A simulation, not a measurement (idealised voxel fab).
Process module name: voxel transistor to metal
For reference, the cross-section in this document is cut, with width 205 nm and square cells of 5 nm.
Cross-section spec: square-cell grid; bands listed top down; each band is one or more rows. The band entry comprises the height of the band's top followed by the height of its bottom, expressed in nm, and subsequently the band's materials from left to right, each stated together with its width in nm. Where a single material is marked with the word "all across", that material fills the band from edge to edge. The word "blank" represents empty space. Heights are measured from 0, the level below which the as-received wafer is all one material; the lowest band has no bottom and continues downward, written as in "from 0 down". The notation "30 to 40" denotes a width that varies across the rows of cells in the band, beginning at the first number in the top row, finishing at the second number in the bottom row, and changing by an identical amount from each row to the next. "no modification" -> step changed no cross-section cell. Basically, "Closed empty spaces" tells you about the enclosed voids: empty spaces with no open way to the top, 8 cells or bigger, each written width x height at distance, where distance is from the left edge, all in nm. Step line, after settings: the simulator's comment on this step. Steps that use a mask can have "overlay nm" on their line. It says how far the mask sat to the right of where it was meant to be. Negative means to the left.

Steps planned for the process
- 1: op RECEIVE | material Si
- 2: op CONFORMAL_DEP | material SiO2 | thk nm 5
- 3: op CONFORMAL_DEP | material SiN | thk nm 15
- 4: op MASKED_ETCH | tone cover | mask id ACTIVE | width nm 105 | etch materials SiN | depth nm 15 | overlay nm 0
- 5: op MASKED_ETCH | tone cover | mask id ACTIVE | width nm 105 | etch materials SiO2 | depth nm 5 | overlay nm 0
- 6: op MASKED_ETCH | tone cover | mask id ACTIVE | width nm 105 | etch materials Si | depth nm 35 | overlay nm 0
- 7: op FILL_DEP | material SiO2 | thk nm 15
- 8: op CMP | height nm 20
- 9: op SELECTIVE_ETCH | etch materials SiO2 | depth nm 5
- 10: op STRIP | etch materials SiN
- 11: op SELECTIVE_ETCH | etch materials SiO2 | depth nm 5
- 12: op OXIDIZE | depth nm 5
- 13: op DIRECTIONAL_DEP | material polySi | thk nm 20
- 14: op DIRECTIONAL_DEP | material SiCN | thk nm 15
- 15: op DIRECTIONAL_DEP | material aC | thk nm 10
- 16: op PATTERN | tone cover | mask id GATE | material resist | width nm 15 | thk nm 30 | overlay nm 0
- 17: op DIRECTIONAL_ETCH | etch materials aC | depth nm 10
- 18: op STRIP | etch materials resist
- 19: op DIRECTIONAL_ETCH | etch materials SiCN | depth nm 25
- 20: op DIRECTIONAL_ETCH | etch materials polySi | depth nm 30
- 21: op STRIP | etch materials aC
- 22: op CONFORMAL_DEP | material SiO2 | thk nm 5
- 23: op DIRECTIONAL_ETCH | etch materials SiO2 | depth nm 5
- 24: op CONFORMAL_DEP | material SiN | thk nm 5
- 25: op DIRECTIONAL_ETCH | etch materials SiN | depth nm 5
- 26: op DIRECTIONAL_ETCH | etch materials SiO2 | depth nm 5
- 27: op DIRECTIONAL_ETCH | etch materials Si | depth nm 15
- 28: op EPI | material nSi | thk nm 15
- 29: op FILL_DEP | material SiO2 | thk nm 5
- 30: op CMP | height nm 35
- 31: op DIRECTIONAL_DEP | material SiO2 | thk nm 15
- 32: op DIRECTIONAL_DEP | material aC | thk nm 15
- 33: op PATTERN | tone open | mask id CONTACT | material resist | width nm 35 | pitch nm 60 | thk nm 30 | overlay nm 0
- 34: op DIRECTIONAL_ETCH | etch materials aC | depth nm 15
- 35: op STRIP | etch materials resist
- 36: op DIRECTIONAL_ETCH | etch materials SiO2 | depth nm 40
- 37: op STRIP | etch materials aC
- 38: op CONFORMAL_DEP | material TiN | thk nm 5
- 39: op FILL_DEP | material Ru | thk nm 10
- 40: op CMP | height nm 50
- 41: op DIRECTIONAL_DEP | material TiN | thk nm 5
- 42: op DIRECTIONAL_DEP | material W | thk nm 15
- 43: op PATTERN | tone cover | mask id METAL_1 | material resist | width nm 20 | pitch nm 75 | thk nm 15 | overlay nm 0
- 44: op DIRECTIONAL_ETCH | etch materials W | depth nm 15
- 45: op DIRECTIONAL_ETCH | etch materials TiN | depth nm 5
- 46: op STRIP | etch materials resist
- 47: op FILL_DEP | material lowk | thk nm 5
- 48: op CMP | height nm 70
- 49: op CONFORMAL_DEP | material SiN | thk nm 5

Account of the first of two wafers, which was processed as intended

Cross-section of the wafer as it came to us, i.e., already through step 1
- from 0 down = Si all across
- Closed empty spaces: none

Cross-section: wafer state after step 2
- from 5 to 0 = SiO2 all across
- At heights below 0, the structure remains unaltered.

Cross-section: wafer state after step 3
- from 20 to 5 = SiN all across
- At heights below 5, the structure remains unaltered.

Cross-section: wafer state after step 4
- from 20 to 5 = blank=50 / SiN=105 / blank=50
- At heights below 5, the structure remains unaltered.

Cross-section: wafer state after step 5
- from 20 to 5 = blank=50 / SiN=105 / blank=50
- from 5 to 0 = blank=50 / SiO2=105 / blank=50
- At heights below 0, the structure remains unaltered.

Cross-section: wafer state after step 6
- from 20 to 5 = blank=50 / SiN=105 / blank=50
- from 5 to 0 = blank=50 / SiO2=105 / blank=50
- from 0 to -35 = blank=50 / Si=105 / blank=50
- At heights below -35, the structure remains unaltered.

Cross-section: wafer state after step 7
- from 35 to 20 = SiO2 all across
- from 20 to 5 = SiO2=50 / SiN=105 / SiO2=50
- from 5 to 0 = SiO2 all across
- from 0 to -35 = SiO2=50 / Si=105 / SiO2=50
- At heights below -35, the structure remains unaltered.

Cross-section: wafer state after step 8
- from 20 to 5 = SiO2=50 / SiN=105 / SiO2=50
- At heights below 5, the structure remains unaltered.

Cross-section: wafer state after step 9
- from 20 to 15 = blank=50 / SiN=105 / blank=50
- At heights below 15, the structure remains unaltered.

Cross-section: wafer state after step 10
- from 15 to 5 = SiO2=50 / blank=105 / SiO2=50
- At heights below 5, the structure remains unaltered.

Cross-section: wafer state after step 11
- from 10 to 0 = SiO2=45 / blank=115 / SiO2=45
- At heights below 0, the structure remains unaltered.

Cross-section: wafer state after step 12
- from 10 to 0 = SiO2=45 / blank=115 / SiO2=45
- from 0 to -5 = SiO2 all across
- At heights below -5, the structure remains unaltered.

Cross-section: wafer state after step 13
- from 30 to 20 = polySi=45 / blank=115 / polySi=45
- from 20 to 10 = polySi all across
- from 10 to 0 = SiO2=45 / polySi=115 / SiO2=45
- At heights below 0, the structure remains unaltered.

Cross-section: wafer state after step 14
- from 45 to 35 = SiCN=45 / blank=115 / SiCN=45
- from 35 to 30 = SiCN all across
- from 30 to 20 = polySi=45 / SiCN=115 / polySi=45
- At heights below 20, the structure remains unaltered.

Cross-section: wafer state after step 15
- from 55 to 45 = aC=45 / blank=115 / aC=45
- from 45 to 35 = SiCN=45 / aC=115 / SiCN=45
- At heights below 35, the structure remains unaltered.

Cross-section: wafer state after step 16
- from 85 to 55 = blank=95 / resist=15 / blank=95
- from 55 to 45 = aC=45 / blank=50 / resist=15 / blank=50 / aC=45
- At heights below 45, the structure remains unaltered.

Cross-section: wafer state after step 17
- from 75 to 45 = blank=95 / resist=15 / blank=95
- from 45 to 35 = SiCN=45 / blank=50 / aC=15 / blank=50 / SiCN=45
- At heights below 35, the structure remains unaltered.

Cross-section: wafer state after step 18
- from 45 to 35 = SiCN=45 / blank=50 / aC=15 / blank=50 / SiCN=45
- At heights below 35, the structure remains unaltered.

Cross-section: wafer state after step 19
- from 45 to 35 = blank=95 / aC=15 / blank=95
- from 35 to 30 = blank=95 / SiCN=15 / blank=95
- from 30 to 20 = polySi=45 / blank=50 / SiCN=15 / blank=50 / polySi=45
- At heights below 20, the structure remains unaltered.

Cross-section: wafer state after step 20
- from 45 to 35 = blank=95 / aC=15 / blank=95
- from 35 to 20 = blank=95 / SiCN=15 / blank=95
- from 20 to 10 = blank=95 / polySi=15 / blank=95
- from 10 to 0 = SiO2=45 / blank=50 / polySi=15 / blank=50 / SiO2=45
- At heights below 0, the structure remains unaltered.

Cross-section: wafer state after step 21
- from 35 to 20 = blank=95 / SiCN=15 / blank=95
- At heights below 20, the structure remains unaltered.

Cross-section: wafer state after step 22
- from 40 to 35 = blank=90 / SiO2=25 / blank=90
- from 35 to 20 = blank=90 / SiO2=5 / SiCN=15 / SiO2=5 / blank=90
- from 20 to 15 = blank=90 / SiO2=5 / polySi=15 / SiO2=5 / blank=90
- from 15 to 5 = SiO2=50 / blank=40 / SiO2=5 / polySi=15 / SiO2=5 / blank=40 / SiO2=50
- from 5 to 0 = SiO2=95 / polySi=15 / SiO2=95
- At heights below 0, the structure remains unaltered.

Cross-section: wafer state after step 23
- from 35 to 20 = blank=90 / SiO2=5 / SiCN=15 / SiO2=5 / blank=90
- from 20 to 10 = blank=90 / SiO2=5 / polySi=15 / SiO2=5 / blank=90
- from 10 to 0 = SiO2=50 / blank=40 / SiO2=5 / polySi=15 / SiO2=5 / blank=40 / SiO2=50
- At heights below 0, the structure remains unaltered.

Cross-section: wafer state after step 24
- from 40 to 35 = blank=85 / SiN=35 / blank=85
- from 35 to 20 = blank=85 / SiN=5 / SiO2=5 / SiCN=15 / SiO2=5 / SiN=5 / blank=85
- from 20 to 15 = blank=85 / SiN=5 / SiO2=5 / polySi=15 / SiO2=5 / SiN=5 / blank=85
- from 15 to 10 = SiN=55 / blank=30 / SiN=5 / SiO2=5 / polySi=15 / SiO2=5 / SiN=5 / blank=30 / SiN=55
- from 10 to 5 = SiO2=50 / SiN=5 / blank=30 / SiN=5 / SiO2=5 / polySi=15 / SiO2=5 / SiN=5 / blank=30 / SiN=5 / SiO2=50
- from 5 to 0 = SiO2=50 / SiN=40 / SiO2=5 / polySi=15 / SiO2=5 / SiN=40 / SiO2=50
- At heights below 0, the structure remains unaltered.

Cross-section: wafer state after step 25
- from 35 to 20 = blank=85 / SiN=5 / SiO2=5 / SiCN=15 / SiO2=5 / SiN=5 / blank=85
- from 20 to 10 = blank=85 / SiN=5 / SiO2=5 / polySi=15 / SiO2=5 / SiN=5 / blank=85
- from 10 to 0 = SiO2=50 / SiN=5 / blank=30 / SiN=5 / SiO2=5 / polySi=15 / SiO2=5 / SiN=5 / blank=30 / SiN=5 / SiO2=50
- At heights below 0, the structure remains unaltered.

Cross-section: wafer state after step 26
- from 35 to 30 = blank=85 / SiN=5 / blank=5 / SiCN=15 / blank=5 / SiN=5 / blank=85
- from 30 to 20 = blank=85 / SiN=5 / SiO2=5 / SiCN=15 / SiO2=5 / SiN=5 / blank=85
- from 20 to 10 = blank=85 / SiN=5 / SiO2=5 / polySi=15 / SiO2=5 / SiN=5 / blank=85
- from 10 to 5 = blank=50 / SiN=5 / blank=30 / SiN=5 / SiO2=5 / polySi=15 / SiO2=5 / SiN=5 / blank=30 / SiN=5 / blank=50
- from 5 to 0 = SiO2=50 / SiN=5 / blank=30 / SiN=5 / SiO2=5 / polySi=15 / SiO2=5 / SiN=5 / blank=30 / SiN=5 / SiO2=50
- from 0 to -5 = SiO2=55 / blank=30 / SiO2=35 / blank=30 / SiO2=55
- At heights below -5, the structure remains unaltered.

Cross-section: wafer state after step 27
- from 35 to 30 = blank=85 / SiN=5 / blank=5 / SiCN=15 / blank=5 / SiN=5 / blank=85
- from 30 to 20 = blank=85 / SiN=5 / SiO2=5 / SiCN=15 / SiO2=5 / SiN=5 / blank=85
- from 20 to 10 = blank=85 / SiN=5 / SiO2=5 / polySi=15 / SiO2=5 / SiN=5 / blank=85
- from 10 to 5 = blank=50 / SiN=5 / blank=30 / SiN=5 / SiO2=5 / polySi=15 / SiO2=5 / SiN=5 / blank=30 / SiN=5 / blank=50
- from 5 to 0 = SiO2=50 / SiN=5 / blank=30 / SiN=5 / SiO2=5 / polySi=15 / SiO2=5 / SiN=5 / blank=30 / SiN=5 / SiO2=50
- from 0 to -5 = SiO2=55 / blank=30 / SiO2=35 / blank=30 / SiO2=55
- from -5 to -20 = SiO2=50 / Si=5 / blank=30 / Si=35 / blank=30 / Si=5 / SiO2=50
- At heights below -20, the structure remains unaltered.

Cross-section: wafer state after step 28
- from 35 to 30 = blank=85 / SiN=5 / blank=5 / SiCN=15 / blank=5 / SiN=5 / blank=85
- from 30 to 20 = blank=85 / SiN=5 / SiO2=5 / SiCN=15 / SiO2=5 / SiN=5 / blank=85
- from 20 to 10 = blank=85 / SiN=5 / SiO2=5 / polySi=15 / SiO2=5 / SiN=5 / blank=85
- from 10 to 5 = blank=50 / SiN=5 / nSi=30 / SiN=5 / SiO2=5 / polySi=15 / SiO2=5 / SiN=5 / nSi=30 / SiN=5 / blank=50
- from 5 to 0 = SiO2=50 / SiN=5 / nSi=30 / SiN=5 / SiO2=5 / polySi=15 / SiO2=5 / SiN=5 / nSi=30 / SiN=5 / SiO2=50
- from 0 to -5 = SiO2=55 / nSi=30 / SiO2=35 / nSi=30 / SiO2=55
- from -5 to -20 = SiO2=50 / Si=5 / nSi=30 / Si=35 / nSi=30 / Si=5 / SiO2=50
- At heights below -20, the structure remains unaltered.

Cross-section: wafer state after step 29
- from 40 to 35 = SiO2 all across
- from 35 to 20 = SiO2=85 / SiN=5 / SiO2=5 / SiCN=15 / SiO2=5 / SiN=5 / SiO2=85
- from 20 to 10 = SiO2=85 / SiN=5 / SiO2=5 / polySi=15 / SiO2=5 / SiN=5 / SiO2=85
- from 10 to 0 = SiO2=50 / SiN=5 / nSi=30 / SiN=5 / SiO2=5 / polySi=15 / SiO2=5 / SiN=5 / nSi=30 / SiN=5 / SiO2=50
- At heights below 0, the structure remains unaltered.

Cross-section: wafer state after step 30
- from 35 to 20 = SiO2=85 / SiN=5 / SiO2=5 / SiCN=15 / SiO2=5 / SiN=5 / SiO2=85
- At heights below 20, the structure remains unaltered.

Cross-section: wafer state after step 31
- from 50 to 35 = SiO2 all across
- At heights below 35, the structure remains unaltered.

Cross-section: wafer state after step 32
- from 65 to 50 = aC all across
- At heights below 50, the structure remains unaltered.

Cross-section: wafer state after step 33
- from 95 to 65 = resist=55 / blank=35 / resist=25 / blank=35 / resist=55
- At heights below 65, the structure remains unaltered.

Cross-section: wafer state after step 34
- from 80 to 65 = resist=55 / blank=35 / resist=25 / blank=35 / resist=55
- from 65 to 50 = aC=55 / blank=35 / aC=25 / blank=35 / aC=55
- At heights below 50, the structure remains unaltered.

Cross-section: wafer state after step 35
- from 65 to 50 = aC=55 / blank=35 / aC=25 / blank=35 / aC=55
- At heights below 50, the structure remains unaltered.

Cross-section: wafer state after step 36
- from 65 to 50 = aC=55 / blank=35 / aC=25 / blank=35 / aC=55
- from 50 to 35 = SiO2=55 / blank=35 / SiO2=25 / blank=35 / SiO2=55
- from 35 to 20 = SiO2=55 / blank=30 / SiN=5 / SiO2=5 / SiCN=15 / SiO2=5 / SiN=5 / blank=30 / SiO2=55
- from 20 to 10 = SiO2=55 / blank=30 / SiN=5 / SiO2=5 / polySi=15 / SiO2=5 / SiN=5 / blank=30 / SiO2=55
- At heights below 10, the structure remains unaltered.

Cross-section: wafer state after step 37
- from 50 to 35 = SiO2=55 / blank=35 / SiO2=25 / blank=35 / SiO2=55
- At heights below 35, the structure remains unaltered.

Cross-section: wafer state after step 38
- from 55 to 50 = TiN=60 / blank=25 / TiN=35 / blank=25 / TiN=60
- from 50 to 40 = SiO2=55 / TiN=5 / blank=25 / TiN=5 / SiO2=25 / TiN=5 / blank=25 / TiN=5 / SiO2=55
- from 40 to 35 = SiO2=55 / TiN=5 / blank=20 / TiN=10 / SiO2=25 / TiN=10 / blank=20 / TiN=5 / SiO2=55
- from 35 to 20 = SiO2=55 / TiN=5 / blank=20 / TiN=5 / SiN=5 / SiO2=5 / SiCN=15 / SiO2=5 / SiN=5 / TiN=5 / blank=20 / TiN=5 / SiO2=55
- from 20 to 15 = SiO2=55 / TiN=5 / blank=20 / TiN=5 / SiN=5 / SiO2=5 / polySi=15 / SiO2=5 / SiN=5 / TiN=5 / blank=20 / TiN=5 / SiO2=55
- from 15 to 10 = SiO2=55 / TiN=30 / SiN=5 / SiO2=5 / polySi=15 / SiO2=5 / SiN=5 / TiN=30 / SiO2=55
- At heights below 10, the structure remains unaltered.

Cross-section: wafer state after step 39
- from 65 to 55 = Ru all across
- from 55 to 50 = TiN=60 / Ru=25 / TiN=35 / Ru=25 / TiN=60
- from 50 to 40 = SiO2=55 / TiN=5 / Ru=25 / TiN=5 / SiO2=25 / TiN=5 / Ru=25 / TiN=5 / SiO2=55
- from 40 to 35 = SiO2=55 / TiN=5 / Ru=20 / TiN=10 / SiO2=25 / TiN=10 / Ru=20 / TiN=5 / SiO2=55
- from 35 to 20 = SiO2=55 / TiN=5 / Ru=20 / TiN=5 / SiN=5 / SiO2=5 / SiCN=15 / SiO2=5 / SiN=5 / TiN=5 / Ru=20 / TiN=5 / SiO2=55
- from 20 to 15 = SiO2=55 / TiN=5 / Ru=20 / TiN=5 / SiN=5 / SiO2=5 / polySi=15 / SiO2=5 / SiN=5 / TiN=5 / Ru=20 / TiN=5 / SiO2=55
- At heights below 15, the structure remains unaltered.

Cross-section: wafer state after step 40
- from 50 to 40 = SiO2=55 / TiN=5 / Ru=25 / TiN=5 / SiO2=25 / TiN=5 / Ru=25 / TiN=5 / SiO2=55
- At heights below 40, the structure remains unaltered.

Cross-section: wafer state after step 41
- from 55 to 50 = TiN all across
- At heights below 50, the structure remains unaltered.

Cross-section: wafer state after step 42
- from 70 to 55 = W all across
- At heights below 55, the structure remains unaltered.

Cross-section: wafer state after step 43
- from 85 to 70 = blank=55 / resist=20 / blank=55 / resist=20 / blank=55
- At heights below 70, the structure remains unaltered.

Cross-section: wafer state after step 44
- from 85 to 70 = blank=55 / resist=20 / blank=55 / resist=20 / blank=55
- from 70 to 55 = blank=55 / W=20 / blank=55 / W=20 / blank=55
- At heights below 55, the structure remains unaltered.

Cross-section: wafer state after step 45
- from 85 to 70 = blank=55 / resist=20 / blank=55 / resist=20 / blank=55
- from 70 to 55 = blank=55 / W=20 / blank=55 / W=20 / blank=55
- from 55 to 50 = blank=55 / TiN=20 / blank=55 / TiN=20 / blank=55
- At heights below 50, the structure remains unaltered.

Cross-section: wafer state after step 46
- from 70 to 55 = blank=55 / W=20 / blank=55 / W=20 / blank=55
- At heights below 55, the structure remains unaltered.

Cross-section: wafer state after step 47
- from 75 to 70 = lowk all across
- from 70 to 55 = lowk=55 / W=20 / lowk=55 / W=20 / lowk=55
- from 55 to 50 = lowk=55 / TiN=20 / lowk=55 / TiN=20 / lowk=55
- At heights below 50, the structure remains unaltered.

Cross-section: wafer state after step 48
- from 70 to 55 = lowk=55 / W=20 / lowk=55 / W=20 / lowk=55
- At heights below 55, the structure remains unaltered.

Cross-section: wafer state after step 49
- from 75 to 70 = SiN all across
- At heights below 70, the structure remains unaltered.

What follows concerns the second wafer, which started out like the first and was meant to follow the very same plan; one mistake crept in when it was run, but everything up to and including step 42 is the same as for the first wafer

Cross-sectional representation of the second wafer at the time designated in the plan for the completion of step 43
- from 85 to 70 = resist=55 / blank=20 / resist=55 / blank=20 / resist=55
- At heights below 70, the structure remains unaltered.

Cross-sectional representation of the second wafer at the time designated in the plan for the completion of step 44
- from 85 to 70 = resist=55 / blank=20 / resist=55 / blank=20 / resist=55
- from 70 to 55 = W=55 / blank=20 / W=55 / blank=20 / W=55
- At heights below 55, the structure remains unaltered.

Cross-sectional representation of the second wafer at the time designated in the plan for the completion of step 45
- from 85 to 70 = resist=55 / blank=20 / resist=55 / blank=20 / resist=55
- from 70 to 55 = W=55 / blank=20 / W=55 / blank=20 / W=55
- from 55 to 50 = TiN=55 / blank=20 / TiN=55 / blank=20 / TiN=55
- At heights below 50, the structure remains unaltered.

Cross-sectional representation of the second wafer at the time designated in the plan for the completion of step 46
- from 70 to 55 = W=55 / blank=20 / W=55 / blank=20 / W=55
- At heights below 55, the structure remains unaltered.

Cross-sectional representation of the second wafer at the time designated in the plan for the completion of step 47
- from 75 to 70 = lowk all across
- from 70 to 55 = W=55 / lowk=20 / W=55 / lowk=20 / W=55
- from 55 to 50 = TiN=55 / lowk=20 / TiN=55 / lowk=20 / TiN=55
- At heights below 50, the structure remains unaltered.

Cross-sectional representation of the second wafer at the time designated in the plan for the completion of step 48
- from 70 to 55 = W=55 / lowk=20 / W=55 / lowk=20 / W=55
- At heights below 55, the structure remains unaltered.

Cross-sectional representation of the second wafer at the time designated in the plan for the completion of step 49
- from 75 to 70 = SiN all across
- At heights below 70, the structure remains unaltered.
Deviation noted in wafer processing: off-plan run, step 43, actual operation and settings op PATTERN | tone open | mask id METAL_1 | material resist | width nm 20 | pitch nm 75 | thk nm 15 | overlay nm 0
Once processing is complete, comparing cell counts shows that the second wafer has more or fewer of certain materials than the first: +25 TiN | +75 W | -100 lowk
